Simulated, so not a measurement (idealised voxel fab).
Process module heading - voxel transistor to metal
Section cut is 200 nm wide and gridded with 5 nm square cells.
Heads up, the way a cross-section reads in here is a grid of square cells, handed over as bands from the top down, with every band being one or more rows of cells.
This entry defines a band. It first specifies the height of the band's top and the height of its bottom in nm, and then specifies the band's materials from left to right, stating each material with its width in nm. The word "throughout" identifies a single material that fills the band from edge to edge, while the word "blank" identifies empty space.
All heights in this document are referenced to 0, defined as the level beneath which the wafer, as received, consists entirely of one material. The lowest band is not bounded below; it extends indefinitely downward and is written in the form "0 -> down".
You'd read "30->40" like this: the band's top row of cells is as wide as the first number, its bottom row is as wide as the second, and going down, every row changes width by the same amount as the row before did.
For the purposes of this document, the phrase "nothing changed" attached to a step denotes that no cell within the cross-section was modified by that step.
"Entrapped voids" - sealed voids, min. 8 cells, no opening to top; format: width x height at distance (distance from left edge; nm throughout).
Text after the settings on a step's line: the simulator's own remark on that step.
overlay nm: mask right of planned place by this much (step with mask). Neg. = left.
### Process steps foreseen in the plan
1. RECEIVE | material Si
2. CONFORMAL_DEP | material SiO2 | thk nm 5
3. CONFORMAL_DEP | material SiN | thk nm 15
4. MASKED_ETCH | tone cover | mask id ACTIVE | width nm 95 | etch materials SiN | depth nm 15 | overlay nm 0
5. MASKED_ETCH | tone cover | mask id ACTIVE | width nm 95 | etch materials SiO2 | depth nm 5 | overlay nm 0
6. MASKED_ETCH | tone cover | mask id ACTIVE | width nm 95 | etch materials Si | depth nm 30 | overlay nm 0
7. OXIDIZE | depth nm 5
8. FILL_DEP | material SiO2 | thk nm 10
9. CMP | height nm 20
10. SELECTIVE_ETCH | etch materials SiO2 | depth nm 10
11. STRIP | etch materials SiN
12. SELECTIVE_ETCH | etch materials SiO2 | depth nm 5
13. OXIDIZE | depth nm 5
14. DIRECTIONAL_DEP | material polySi | thk nm 30
15. DIRECTIONAL_DEP | material SiCN | thk nm 15
16. PATTERN | tone cover | mask id GATE | material resist | width nm 15 | thk nm 20 | overlay nm 0
17. DIRECTIONAL_ETCH | etch materials SiCN | depth nm 25
18. DIRECTIONAL_ETCH | etch materials polySi | depth nm 40
19. STRIP | etch materials resist
20. CONFORMAL_DEP | material SiO2 | thk nm 5
21. DIRECTIONAL_ETCH | etch materials SiO2 | depth nm 5
22. CONFORMAL_DEP | material SiN | thk nm 5
23. DIRECTIONAL_ETCH | etch materials SiN | depth nm 5
24. DIRECTIONAL_ETCH | etch materials SiO2 | depth nm 5
25. DIRECTIONAL_ETCH | etch materials Si | depth nm 15
26. EPI | material pSi | thk nm 20
27. FILL_DEP | material SiO2 | thk nm 5
28. CMP | height nm 45
29. DIRECTIONAL_DEP | material SiO2 | thk nm 10
30. PATTERN | tone open | mask id CONTACT | material resist | width nm 20 | pitch nm 65 | thk nm 20 | overlay nm 0
31. DIRECTIONAL_ETCH | etch materials SiO2 | depth nm 55
32. STRIP | etch materials resist
33. CONFORMAL_DEP | material TiN | thk nm 5
34. FILL_DEP | material Ru | thk nm 5
35. CMP | height nm 55
36. DIRECTIONAL_DEP | material TiN | thk nm 5
37. DIRECTIONAL_DEP | material W | thk nm 25
38. MASKED_ETCH | tone cover | mask id METAL_1 | width nm 20 | pitch nm 65 | etch materials W | depth nm 25 | overlay nm 0
39. MASKED_ETCH | tone cover | mask id METAL_1 | width nm 15 | pitch nm 65 | etch materials TiN | depth nm 5 | overlay nm 0
40. CONFORMAL_DEP | material SiCN | thk nm 5
41. FILL_DEP | material lowk | thk nm 5
42. CMP | height nm 85
43. CONFORMAL_DEP | material SiCN | thk nm 5
44. DIRECTIONAL_DEP | material SiO2 | thk nm 35
45. MASKED_ETCH | tone open | mask id METAL_2 | width nm 20 | pitch nm 65 | etch materials SiO2 | depth nm 20 | overlay nm 0
46. MASKED_ETCH | tone open | mask id METAL_2_HOLES | width nm 15 | pitch nm 65 | etch materials SiO2 | depth nm 15 | overlay nm 0
47. MASKED_ETCH | tone open | mask id METAL_2_HOLES | width nm 15 | pitch nm 65 | etch materials SiCN | depth nm 5 | overlay nm 0
48. CONFORMAL_DEP | material TiN | thk nm 5
49. FILL_DEP | material Cu | thk nm 5
50. CMP | height nm 125
51. CONFORMAL_DEP | material SiN | thk nm 5
It is noted that the wafers described herein are identical at the outset and are distinguished by the width nm of step 39; the value stated in the plan corresponds to the first wafer.
### Cross-section of the first incoming wafer of several, state after step 1
    0 -> down | Si throughout
    Entrapped voids: none
### First of several wafers: cross-section at the end of the module, after step 51, its last step
    130 -> 125 | SiN throughout
    125 -> 110 | SiO2 55  TiN 5  Cu 10  TiN 5  SiO2 45  TiN 5  Cu 10  TiN 5  SiO2 60
    110 -> 105 | SiO2 55  TiN 5  Cu 5  TiN 10  SiO2 45  TiN 5  Cu 5  TiN 10  SiO2 60
    105 -> 90 | SiO2 55  TiN 5  Cu 5  TiN 5  SiO2 50  TiN 5  Cu 5  TiN 5  SiO2 65
    90 -> 85 | SiCN 55  TiN 15  SiCN 50  TiN 15  SiCN 65
    85 -> 60 | lowk 50  SiCN 5  W 20  SiCN 5  lowk 35  SiCN 5  W 20  SiCN 5  lowk 55
    60 -> 55 | SiCN 55  TiN 20  SiCN 45  TiN 20  SiCN 60
    55 -> 45 | SiO2 55  TiN 5  Ru 10  TiN 5  SiO2 45  TiN 5  Ru 10  TiN 5  SiO2 60
    45 -> 30 | SiO2 55  TiN 5  Ru 10  TiN 5  SiO2 5  SiN 5  SiO2 5  SiCN 15  SiO2 5  SiN 5  SiO2 5  TiN 5  Ru 10  TiN 5  SiO2 60
    30 -> 20 | SiO2 55  TiN 5  Ru 10  TiN 5  SiO2 5  SiN 5  SiO2 5  polySi 15  SiO2 5  SiN 5  SiO2 5  TiN 5  Ru 10  TiN 5  SiO2 60
    20 -> 15 | SiO2 55  TiN 20  SiO2 5  SiN 5  SiO2 5  polySi 15  SiO2 5  SiN 5  SiO2 5  TiN 20  SiO2 60
    15 -> 5 | SiO2 55  TiN 5  pSi 20  SiN 5  SiO2 5  polySi 15  SiO2 5  SiN 5  pSi 20  TiN 5  SiO2 60
    5 -> 0 | SiO2 50  SiN 5  TiN 5  pSi 20  SiN 5  SiO2 5  polySi 15  SiO2 5  SiN 5  pSi 20  TiN 5  SiN 5  SiO2 55
    0 -> -5 | SiO2 55  pSi 25  SiO2 35  pSi 25  SiO2 60
    -5 -> -20 | SiO2 55  pSi 25  Si 35  pSi 25  SiO2 60
    -20 -> -35 | SiO2 55  Si 85  SiO2 60
    -35 -> down | Si throughout
    Entrapped voids: none
### Cross-sectional view, end of module, last wafer of several
    130 -> 125 | SiN throughout
    125 -> 110 | SiO2 55  TiN 5  Cu 10  TiN 5  SiO2 45  TiN 5  Cu 10  TiN 5  SiO2 60
    110 -> 105 | SiO2 55  TiN 5  Cu 5  TiN 10  SiO2 45  TiN 5  Cu 5  TiN 10  SiO2 60
    105 -> 90 | SiO2 55  TiN 5  Cu 5  TiN 5  SiO2 50  TiN 5  Cu 5  TiN 5  SiO2 65
    90 -> 85 | SiCN 55  TiN 15  SiCN 50  TiN 15  SiCN 65
    85 -> 65 | lowk 50  SiCN 5  W 20  SiCN 5  lowk 35  SiCN 5  W 20  SiCN 5  lowk 55
    65 -> 60 | lowk 45  SiCN 10  W 20  SiCN 15  lowk 20  SiCN 10  W 20  SiCN 15  lowk 45
    60 -> 55 | SiCN 50  TiN 35  SiCN 30  TiN 35  SiCN 50
    55 -> 45 | SiO2 55  TiN 5  Ru 10  TiN 5  SiO2 45  TiN 5  Ru 10  TiN 5  SiO2 60
    45 -> 30 | SiO2 55  TiN 5  Ru 10  TiN 5  SiO2 5  SiN 5  SiO2 5  SiCN 15  SiO2 5  SiN 5  SiO2 5  TiN 5  Ru 10  TiN 5  SiO2 60
    30 -> 20 | SiO2 55  TiN 5  Ru 10  TiN 5  SiO2 5  SiN 5  SiO2 5  polySi 15  SiO2 5  SiN 5  SiO2 5  TiN 5  Ru 10  TiN 5  SiO2 60
    20 -> 15 | SiO2 55  TiN 20  SiO2 5  SiN 5  SiO2 5  polySi 15  SiO2 5  SiN 5  SiO2 5  TiN 20  SiO2 60
    15 -> 5 | SiO2 55  TiN 5  pSi 20  SiN 5  SiO2 5  polySi 15  SiO2 5  SiN 5  pSi 20  TiN 5  SiO2 60
    5 -> 0 | SiO2 50  SiN 5  TiN 5  pSi 20  SiN 5  SiO2 5  polySi 15  SiO2 5  SiN 5  pSi 20  TiN 5  SiN 5  SiO2 55
    0 -> -5 | SiO2 55  pSi 25  SiO2 35  pSi 25  SiO2 60
    -5 -> -20 | SiO2 55  pSi 25  Si 35  pSi 25  SiO2 60
    -20 -> -35 | SiO2 55  Si 85  SiO2 60
    -35 -> down | Si throughout
    Entrapped voids: none
### Below, a row for every wafer. Read it as the end-of-module picture: for each material the wafer shows its cells gained (+) or lost (-) since it was received, and then its closed voids
width nm 15, +20 Cu, +28 Ru, -208 Si, +95 SiCN, +60 SiN, +697 SiO2, +86 TiN, +40 W, +140 lowk, +64 pSi, +18 polySi, Entrapped voids: none
width nm 20, +20 Cu, +28 Ru, -208 Si, +95 SiCN, +60 SiN, +697 SiO2, +86 TiN, +40 W, +140 lowk, +64 pSi, +18 polySi, Entrapped voids: none
width nm 25, +20 Cu, +28 Ru, -208 Si, +95 SiCN, +60 SiN, +697 SiO2, +88 TiN, +40 W, +138 lowk, +64 pSi, +18 polySi, Entrapped voids: none
width nm 30, +20 Cu, +28 Ru, -208 Si, +95 SiCN, +60 SiN, +697 SiO2, +90 TiN, +40 W, +136 lowk, +64 pSi, +18 polySi, Entrapped voids: none
width nm 35, +20 Cu, +28 Ru, -208 Si, +95 SiCN, +60 SiN, +697 SiO2, +92 TiN, +40 W, +134 lowk, +64 pSi, +18 polySi, Entrapped voids: none
